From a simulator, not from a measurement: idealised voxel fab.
Process module name: voxel fin reveal
It is cross-section cut that appears here, measuring 255 nm in width, its square cells being 5 nm in size.
A cross-section in this document is a grid of square cells, and it is written down as bands, the top band listed before the ones below it; a band is made up of one or more rows of cells. Heights first: top, then bottom, in nm. Then materials, left to right, each with a width in nm. "all across" on a single material: fills the band edge to edge. "blank": empty space. Height is counted from the level 0, under which the received wafer is composed throughout of one material. The lowest of the bands is not closed at the bottom but continues downward, in the notation "0 -> down". Width "30..40": first value at the band's top row of cells, second value at its bottom row, equal change from row to row. Any step labelled "changes: none" changed none of the cells in the cross-section. Look at "Enclosed empty spaces" for the closed voids: empty spaces with no open path to the top, sized 8 cells or up. Each is width x height at distance, distance from the left edge, all nm. Read whatever lies past the settings on a step's line as the simulator's own remark about the step. The "overlay nm" setting may appear on a step's line; for a step that uses a mask, it gives how far to the right of its planned position the mask lay, and a negative value indicates the left.
INTENDED PROCESS STEPS
1: RECEIVE,material Si
2: CONFORMAL_DEP,material SiN,thk nm 10
3: DIRECTIONAL_DEP,material aC,thk nm 15
4: PATTERN,tone cover,mask id FINS,material resist,width nm 15,pitch nm 35,thk nm 30,overlay nm -15
5: DIRECTIONAL_ETCH,etch materials aC,depth nm 15
6: STRIP,etch materials resist
7: DIRECTIONAL_ETCH,etch materials SiN,depth nm 10
8: DIRECTIONAL_ETCH,etch materials Si,depth nm 30
9: STRIP,etch materials aC
10: OXIDIZE,depth nm 5
11: FILL_DEP,material SiO2,thk nm 5
12: CMP,height nm 10
13: SELECTIVE_ETCH,etch materials SiO2,depth nm 30
14: STRIP,etch materials SiN
All wafers enter the flow in the same state. The overlay nm at step 4 differs from wafer to wafer, and the plan gives the value for the first wafer.
THE FIRST OF SEVERAL WAFERS IN CROSS-SECTION, EXACTLY AS IT REACHED US AFTER STEP 1
- 0 -> down: Si all across
- Enclosed empty spaces: none
MODULE FINISHED, LAST STEP 14 DONE: CROSS-SECTION OF THE FIRST OF SEVERAL WAFERS
- 0 -> -20: blank 90 nm, then Si 5 nm, then blank 30 nm, then Si 5 nm, then blank 125 nm
- -20 -> -35: SiO2 90 nm, then Si 5 nm, then SiO2 30 nm, then Si 5 nm, then SiO2 125 nm
- -35 -> down: Si all across
- Enclosed empty spaces: none
FINAL WAFER CROSS-SECTION AT MODULE END
- 0 -> -20: blank 120 nm, then Si 5 nm, then blank 30 nm, then Si 5 nm, then blank 95 nm
- -20 -> -35: SiO2 120 nm, then Si 5 nm, then SiO2 30 nm, then Si 5 nm, then SiO2 95 nm
- -35 -> down: Si all across
- Enclosed empty spaces: none
BASICALLY EACH WAFER GETS A LINE IN THE TABLE, SHOWING IT AT THE END OF THE MODULE: MATERIAL BY MATERIAL, THE CELLS IT GAINED (+) OR LOST (-) SINCE WE GOT IT, THEN ITS CLOSED VOIDS
overlay nm -15, -343 Si, +147 SiO2, Enclosed empty spaces: none
overlay nm -10, -343 Si, +147 SiO2, Enclosed empty spaces: none
overlay nm -5, -343 Si, +147 SiO2, Enclosed empty spaces: none
overlay nm 0, -343 Si, +147 SiO2, Enclosed empty spaces: none
overlay nm 5, -343 Si, +147 SiO2, Enclosed empty spaces: none
overlay nm 10, -343 Si, +147 SiO2, Enclosed empty spaces: none
overlay nm 15, -343 Si, +147 SiO2, Enclosed empty spaces: none
